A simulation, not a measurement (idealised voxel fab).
Name of the process module below: voxel self aligned contacts
Cross-sectional view cut (width: 215 nm; square cell size: 5 nm).
Cross-sections here: square-cell grids, written as top-down lists of bands, a band being one or more rows of cells.
Look at the band entry: it leads with the top's height and the bottom's height in nm. Then it lists the materials left to right, with a width in nm for each. The word "all across" on a single material says that material fills the band edge to edge. The word "blank" is empty space.
The reference from which all heights are counted is 0, the level beneath which the as-received wafer is entirely one material; the lowest band, having no lower bound, proceeds downward and is written after the example "from 0 down".
The expression "30->40" gives the width at the extremes of the band, the first number at its top row of cells and the second at its bottom row, with the width changing by equal amounts from each row to the next in between.
Step note "no change" = no cross-section cell changed.
Each empty space that has no open way to the top and spans at least 8 cells appears under "Closed voids list" as width x height at distance, the distance counted from the left edge, all in nm.
The remark found on a step's line after its settings is issued by the simulator itself and pertains to that step.
You can add "overlay nm" to a step's line. For a step with a mask, it describes how far the mask lay to the right of its planned position, and a negative number describes a lay to the left.
**The following list gives the planned process steps**
step 1: RECEIVE [material Si]
step 2: OXIDIZE [depth nm 5]
step 3: DIRECTIONAL_DEP [material polySi] [thk nm 20]
step 4: DIRECTIONAL_DEP [material SiN] [thk nm 20]
step 5: MASKED_ETCH [tone cover] [mask id GATE] [width nm 30] [pitch nm 55] [etch materials SiN] [depth nm 20] [overlay nm 0]
step 6: MASKED_ETCH [tone cover] [mask id GATE] [width nm 30] [pitch nm 55] [etch materials polySi] [depth nm 20] [overlay nm 0]
step 7: CONFORMAL_DEP [material SiN] [thk nm 5]
step 8: DIRECTIONAL_ETCH [etch materials SiN] [depth nm 5]
step 9: FILL_DEP [material SiO2] [thk nm 15]
step 10: CMP [height nm 50]
step 11: MASKED_ETCH [tone open] [mask id CONTACT] [width nm 35] [etch materials SiO2] [depth nm 55] [overlay nm 0]
step 12: CONFORMAL_DEP [material TiN] [thk nm 5]
step 13: FILL_DEP [material Ru] [thk nm 10]
step 14: CMP [height nm 50]
step 15: CONFORMAL_DEP [material SiCN] [thk nm 5]
All wafers enter the flow in the same state. The depth nm at step 2 differs from wafer to wafer, and the plan gives the value for the first wafer.
**This is how the first of several wafers looked in cross-section when it arrived, which is after step 1**
from 0 down  Si all across
Closed voids list: none
**Each row below is a wafer at the end of the module, listing for every material the number of cells it has gained (+) or lost (-) since it was received, followed by its closed voids**
depth nm 5, +14 Ru, -43 Si, +43 SiCN, +80 SiN, +304 SiO2, +27 TiN, +48 polySi, Closed voids list: none
depth nm 10, +14 Ru, -86 Si, +43 SiCN, +80 SiN, +347 SiO2, +27 TiN, +48 polySi, Closed voids list: none
depth nm 15, +14 Ru, -129 Si, +43 SiCN, +80 SiN, +390 SiO2, +27 TiN, +48 polySi, Closed voids list: none
depth nm 20, +14 Ru, -172 Si, +43 SiCN, +80 SiN, +433 SiO2, +27 TiN, +48 polySi, Closed voids list: none
